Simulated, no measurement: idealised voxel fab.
Process module heading - voxel released beams
Cross-section cut spans 295 nm and uses square cells 5 nm in size.
Bands, listed from the top down, are how a cross-section gets written in this document; the cross-section itself is a grid of square cells, and a band is one or more rows of them. Within each band entry, the heights of the top and of the bottom of the band appear first, in that order and in nm; the materials of the band then follow from left to right, each with its corresponding width in nm. The designation "edge to edge" on a single material indicates that it fills the band from edge to edge; the designation "empty" indicates empty space. All heights in this document are referenced to 0, defined as the level beneath which the wafer, as received, consists entirely of one material. The lowest band is not bounded below; it extends indefinitely downward and is written in the form "0..down". A width given as "30 to 40" starts at the first number in the band's top row and ends at the second number in its bottom row, shifting by an equal amount at every step from row to row. Basically "nothing altered" means that step didn't change any cell in the cross-section. Empty spaces counting at least 8 cells and having no open way to the top are listed in "Closed void roster". The notation width x height at distance is used for each, the distance being from the left edge and all three values in nm. Text after the settings on a step's line: the simulator's own remark on that step. Regarding "overlay nm": on a step with a mask, it is the distance the mask lay to the right of its planned place; a negative value places it to the left.

-- Steps in the process plan
1,RECEIVE with material Si
2,CONFORMAL_DEP with material Al2O3, thk nm 5
3,DIRECTIONAL_DEP with material SiO2, thk nm 15
4,DIRECTIONAL_DEP with material aC, thk nm 15
5,PATTERN with tone open, mask id ANCHOR, material resist, width nm 30, thk nm 35, overlay nm 0
6,DIRECTIONAL_ETCH with etch materials aC, depth nm 15
7,STRIP with etch materials resist
8,DIRECTIONAL_ETCH with etch materials SiO2, depth nm 15
9,STRIP with etch materials aC
10,CONFORMAL_DEP with material SiN, thk nm 15
11,DIRECTIONAL_DEP with material aC, thk nm 15
12,PATTERN with tone cover, mask id BEAM, material resist, width nm 95, thk nm 30, overlay nm 0
13,DIRECTIONAL_ETCH with etch materials aC, depth nm 15
14,STRIP with etch materials resist
15,DIRECTIONAL_ETCH with etch materials SiN, depth nm 15
16,STRIP with etch materials aC
17,STRIP with etch materials SiO2
Wafer-to-wafer difference: width nm, step 5. Common start. Plan = first wafer's value.

-- Cross-section, first of several wafers, as delivered after step 1
0..down  Si edge to edge
Closed void roster: none

-- What follows is a table in which each wafer occupies a row; for the wafer as it stands at the close of the module, the row states, material by material, how many cells have been gained (+) or lost (-) since receipt, and then gives its closed voids
width nm 30; +59 Al2O3; +75 SiN; Closed void roster: none
width nm 35; +59 Al2O3; +75 SiN; Closed void roster: none
width nm 40; +59 Al2O3; +75 SiN; Closed void roster: none
width nm 45; +59 Al2O3; +75 SiN; Closed void roster: none
width nm 50; +59 Al2O3; +75 SiN; Closed void roster: none
width nm 55; +59 Al2O3; +75 SiN; Closed void roster: none
